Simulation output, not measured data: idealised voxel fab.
process module | voxel capacitor over wiring
cross-section cut | 235 nm wide | cells 5 nm
A cross-section is a grid of square cells, given in bands from the top down. A band is one or more rows of cells.
Each band's line starts with the height of the band's top and of its bottom, in nm. Then come its materials from left to right, each with its width in nm. One material with "throughout" fills the band from edge to edge. "air" is empty space.
Height 0 is the level under which the wafer as received is all one material. The lowest band goes on downwards, as in "0 down".
A width such as "30 to 40" changes by the same amount from each row of cells to the next, from the band's top row to its bottom row.
"no change" after a step means that no cell of the cross-section changed.
closed voids: empty space of 8 cells or more with no open way to the top, each as width x height at its distance from the left edge, in nm
after a step's settings: what the simulator itself notes on the step
overlay nm, on a step with a mask: how far to the right of its planned place the mask lay; to the left if negative
plan
1 op RECEIVE | material Si
2 op CONFORMAL_DEP | material SiO2 | thk nm 15
3 op DIRECTIONAL_DEP | material TiN | thk nm 5
4 op DIRECTIONAL_DEP | material W | thk nm 20
5 op MASKED_ETCH | tone cover | mask id METAL_1 | width nm 25 | pitch nm 95 | etch materials W | depth nm 20 | overlay nm 0
6 op MASKED_ETCH | tone cover | mask id METAL_1 | width nm 25 | pitch nm 95 | etch materials TiN | depth nm 5 | overlay nm 0
7 op CONFORMAL_DEP | material SiN | thk nm 5
8 op FILL_DEP | material lowk | thk nm 5
9 op CMP | height nm 40
10 op CONFORMAL_DEP | material SiCN | thk nm 5
11 op DIRECTIONAL_DEP | material SiO2 | thk nm 20
12 op MASKED_ETCH | tone open | mask id PLUG_1 | width nm 15 | etch materials SiO2 | depth nm 20 | overlay nm 0
13 op MASKED_ETCH | tone open | mask id PLUG_1 | width nm 15 | etch materials SiCN | depth nm 5 | overlay nm 0
14 op EPI | material Ru | thk nm 10
15 op EPI | material Ru | thk nm 10
16 op EPI | material Ru | thk nm 5
17 op DIRECTIONAL_DEP | material TiN | thk nm 10
18 op DIRECTIONAL_DEP | material Al2O3 | thk nm 5
19 op DIRECTIONAL_DEP | material TiN | thk nm 10
20 op DIRECTIONAL_DEP | material aC | thk nm 15
21 op PATTERN | tone cover | mask id UPPER_PLATE | material resist | width nm 75 | thk nm 35 | overlay nm 0
22 op DIRECTIONAL_ETCH | etch materials aC | depth nm 15
23 op STRIP | etch materials resist
24 op DIRECTIONAL_ETCH | etch materials TiN | depth nm 10
25 op DIRECTIONAL_ETCH | etch materials Al2O3 | depth nm 5
26 op STRIP | etch materials aC
27 op MASKED_ETCH | tone cover | mask id LOWER_PLATE | width nm 85 | etch materials TiN | depth nm 10 | overlay nm 0
28 op FILL_DEP | material SiO2 | thk nm 15
29 op CMP | height nm 100
30 op DIRECTIONAL_DEP | material aC | thk nm 10
31 op PATTERN | tone open | mask id PLUG_2 | material resist | width nm 15 | thk nm 25 | overlay nm 0
32 op DIRECTIONAL_ETCH | etch materials aC | depth nm 10
33 op STRIP | etch materials resist
34 op DIRECTIONAL_ETCH | etch materials SiO2 | depth nm 10
35 op STRIP | etch materials aC
36 op CONFORMAL_DEP | material TiN | thk nm 5
37 op FILL_DEP | material Ru | thk nm 10
38 op CMP | height nm 100
39 op CONFORMAL_DEP | material SiN | thk nm 5
as received, after step 1
  0 down: Si throughout
  closed voids: none
first wafer at the end, as planned
  105 to 100: SiN throughout
  100 to 95: SiO2 75 | TiN 5 | Ru 5 | TiN 5 | SiO2 145
  95 to 90: SiO2 75 | TiN 15 | SiO2 145
  90 to 80: SiO2 65 | TiN 75 | SiO2 95
  80 to 75: SiO2 65 | Al2O3 75 | SiO2 95
  75 to 65: SiO2 60 | TiN 85 | SiO2 90
  65 to 45: SiO2 65 | Ru 15 | SiO2 155
  45 to 40: SiCN 65 | Ru 15 | SiCN 155
  40 to 20: lowk 50 | SiN 5 | W 25 | SiN 5 | lowk 60 | SiN 5 | W 25 | SiN 5 | lowk 55
  20 to 15: SiN 55 | TiN 25 | SiN 70 | TiN 25 | SiN 60
  15 to 0: SiO2 throughout
  0 down: Si throughout
  closed voids: none
second wafer at the end: like start, like plan, one mistake
  105 to 100: SiN throughout
  100 to 95: SiO2 75 | TiN 5 | Ru 5 | TiN 5 | SiO2 145
  95 to 90: SiO2 75 | TiN 15 | SiO2 145
  90 to 80: SiO2 65 | TiN 75 | SiO2 95
  80 to 75: SiO2 65 | Al2O3 75 | SiO2 95
  75 to 65: SiO2 60 | TiN 85 | SiO2 90
  65 to 45: SiO2 65 | Ru 15 | SiO2 155
  45 to 40: SiCN 65 | Ru 15 | SiCN 155
  40 to 20: lowk 45 | SiN 5 | W 35 | SiN 5 | lowk 50 | SiN 5 | W 35 | SiN 5 | lowk 50
  20 to 15: SiN 50 | TiN 35 | SiN 60 | TiN 35 | SiN 55
  15 to 0: SiO2 throughout
  0 down: Si throughout
  closed voids: none
what went wrong: step 5 ran as: op MASKED_ETCH | tone cover | mask id METAL_1 | width nm 35 | pitch nm 95 | etch materials W | depth nm 20 | overlay nm 0
at the end the second wafer has, in cells: 4 fewer of SiN | 4 more of TiN | 16 more of W | 16 fewer of lowk
